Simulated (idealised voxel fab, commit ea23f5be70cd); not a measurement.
The following process module bears the name voxel wiring stack.
Cross-section cut spans 205 nm and uses square cells 5 nm in size.
Reading order for cross-sections: top band down to bottom band. Underlying form: a grid of square cells. Band size: one or more rows of cells. The entry gives the band's vertical extent as a top height and a bottom height in nm, then its horizontal make-up as materials from left to right, each with a width in nm. "empty" stands for empty space; a single material marked "edge to edge" fills the band edge to edge. Note: height 0 marks the level under which the wafer is uniformly one material as received. Lowest band unbounded below, written "0 nm and below". Width spec "30->40" -> top row of cells at first value, bottom row at second value, equal per-row change in between. "no alterations made" means the step left every cell of the cross-section as it was. Enclosed voids (no open way to top), threshold 8 cells or more, entry "Listed closed voids", notation width x height at distance, distance from left edge, nm. Whatever follows a step's settings on its line is a remark the simulator itself makes about that step. What "overlay nm" on a step's line means: if the step has a mask, that mask lay this far to the right of its planned place, or, when the value is negative, to the left.

# This section lists the process steps that were planned
1 RECEIVE [material Si]
2 CONFORMAL_DEP [material SiO2] [thk nm 15]
3 DIRECTIONAL_DEP [material TiN] [thk nm 5]
4 DIRECTIONAL_DEP [material W] [thk nm 15]
5 MASKED_ETCH [tone cover] [mask id METAL_1] [width nm 30] [pitch nm 60] [etch materials W] [depth nm 15] [overlay nm 0]
6 MASKED_ETCH [tone cover] [mask id METAL_1] [width nm 30] [pitch nm 60] [etch materials TiN] [depth nm 5] [overlay nm 0]
7 CONFORMAL_DEP [material SiN] [thk nm 5]
8 FILL_DEP [material lowk] [thk nm 10]
9 CMP [height nm 35]
10 CONFORMAL_DEP [material SiCN] [thk nm 5]
11 DIRECTIONAL_DEP [material SiO2] [thk nm 20]
12 DIRECTIONAL_DEP [material aC] [thk nm 10]
13 PATTERN [tone open] [mask id PLUG_1] [material resist] [width nm 15] [pitch nm 60] [thk nm 25] [overlay nm -10]
14 DIRECTIONAL_ETCH [etch materials aC] [depth nm 10]
15 STRIP [etch materials resist]
16 DIRECTIONAL_ETCH [etch materials SiO2] [depth nm 20]
17 DIRECTIONAL_ETCH [etch materials SiCN] [depth nm 5]
18 STRIP [etch materials aC]
19 EPI [material Ru] [thk nm 10]
20 EPI [material Ru] [thk nm 10]
21 EPI [material Ru] [thk nm 5]
22 DIRECTIONAL_DEP [material TiN] [thk nm 5]
23 DIRECTIONAL_DEP [material Ru] [thk nm 15]
24 PATTERN [tone cover] [mask id METAL_2] [material resist] [width nm 30] [pitch nm 60] [thk nm 20] [overlay nm 0]
25 DIRECTIONAL_ETCH [etch materials Ru] [depth nm 15]
26 DIRECTIONAL_ETCH [etch materials TiN] [depth nm 5]
27 STRIP [etch materials resist]
28 CONFORMAL_DEP [material SiCN] [thk nm 5]
29 FILL_DEP [material lowk] [thk nm 5]
30 CMP [height nm 80]
31 CONFORMAL_DEP [material SiCN] [thk nm 5]
The plan's step 13 overlay nm is the first wafer's value; the wafers differ in this setting and start identical.

# First wafer of several, as received: cross-section after step 1
    0 nm and below | Si edge to edge
    Listed closed voids: none

# Cross-section of the first of several wafers once the module has run through its last step, step 31
    85 nm to 80 nm | SiCN edge to edge
    80 nm to 65 nm | lowk (20)  SiCN (5)  Ru (30)  SiCN (5)  lowk (20)  SiCN (5)  Ru (30)  SiCN (5)  lowk (20)  SiCN (5)  Ru (30)  SiCN (5)  lowk (25)
    65 nm to 60 nm | SiCN (25)  TiN (30)  SiCN (30)  TiN (30)  SiCN (30)  TiN (30)  SiCN (30)
    60 nm to 40 nm | SiO2 (15)  Ru (15)  SiO2 (45)  Ru (15)  SiO2 (45)  Ru (15)  SiO2 (55)
    40 nm to 35 nm | SiCN (15)  Ru (15)  SiCN (45)  Ru (15)  SiCN (45)  Ru (15)  SiCN (55)
    35 nm to 20 nm | lowk (20)  SiN (5)  W (30)  SiN (5)  lowk (20)  SiN (5)  W (30)  SiN (5)  lowk (20)  SiN (5)  W (30)  SiN (5)  lowk (25)
    20 nm to 15 nm | SiN (25)  TiN (30)  SiN (30)  TiN (30)  SiN (30)  TiN (30)  SiN (30)
    15 nm to 0 nm | SiO2 edge to edge
    0 nm and below | Si edge to edge
    Listed closed voids: none

# Last-wafer cross-section at the end of the module
    85 nm to 80 nm | SiCN edge to edge
    80 nm to 65 nm | lowk (20)  SiCN (5)  Ru (30)  SiCN (5)  lowk (20)  SiCN (5)  Ru (30)  SiCN (5)  lowk (20)  SiCN (5)  Ru (30)  SiCN (5)  lowk (25)
    65 nm to 60 nm | SiCN (25)  TiN (30)  SiCN (30)  TiN (30)  SiCN (30)  TiN (30)  SiCN (30)
    60 nm to 40 nm | SiO2 (40)  Ru (15)  SiO2 (45)  Ru (15)  SiO2 (45)  Ru (15)  SiO2 (30)
    40 nm to 35 nm | SiCN (40)  Ru (15)  SiCN (45)  Ru (15)  SiCN (45)  Ru (15)  SiCN (30)
    35 nm to 20 nm | lowk (20)  SiN (5)  W (30)  SiN (5)  lowk (20)  SiN (5)  W (30)  SiN (5)  lowk (20)  SiN (5)  W (30)  SiN (5)  lowk (25)
    20 nm to 15 nm | SiN (25)  TiN (30)  SiN (30)  TiN (30)  SiN (30)  TiN (30)  SiN (30)
    15 nm to 0 nm | SiO2 edge to edge
    0 nm and below | Si edge to edge
    Listed closed voids: none

# wafer rows; end of module; cells per material since receipt: (+) gained, (-) lost; then closed voids
overlay nm -10, +99 Ru, +114 SiCN, +41 SiN, +251 SiO2, +36 TiN, +54 W, +102 lowk, Listed closed voids: none
overlay nm -5, +99 Ru, +114 SiCN, +41 SiN, +251 SiO2, +36 TiN, +54 W, +102 lowk, Listed closed voids: none
overlay nm 0, +99 Ru, +114 SiCN, +41 SiN, +251 SiO2, +36 TiN, +54 W, +102 lowk, Listed closed voids: none
overlay nm 5, +99 Ru, +114 SiCN, +41 SiN, +251 SiO2, +36 TiN, +54 W, +102 lowk, Listed closed voids: none
overlay nm 10, +99 Ru, +114 SiCN, +41 SiN, +251 SiO2, +36 TiN, +54 W, +102 lowk, Listed closed voids: none
overlay nm 15, +99 Ru, +114 SiCN, +41 SiN, +251 SiO2, +36 TiN, +54 W, +102 lowk, Listed closed voids: none
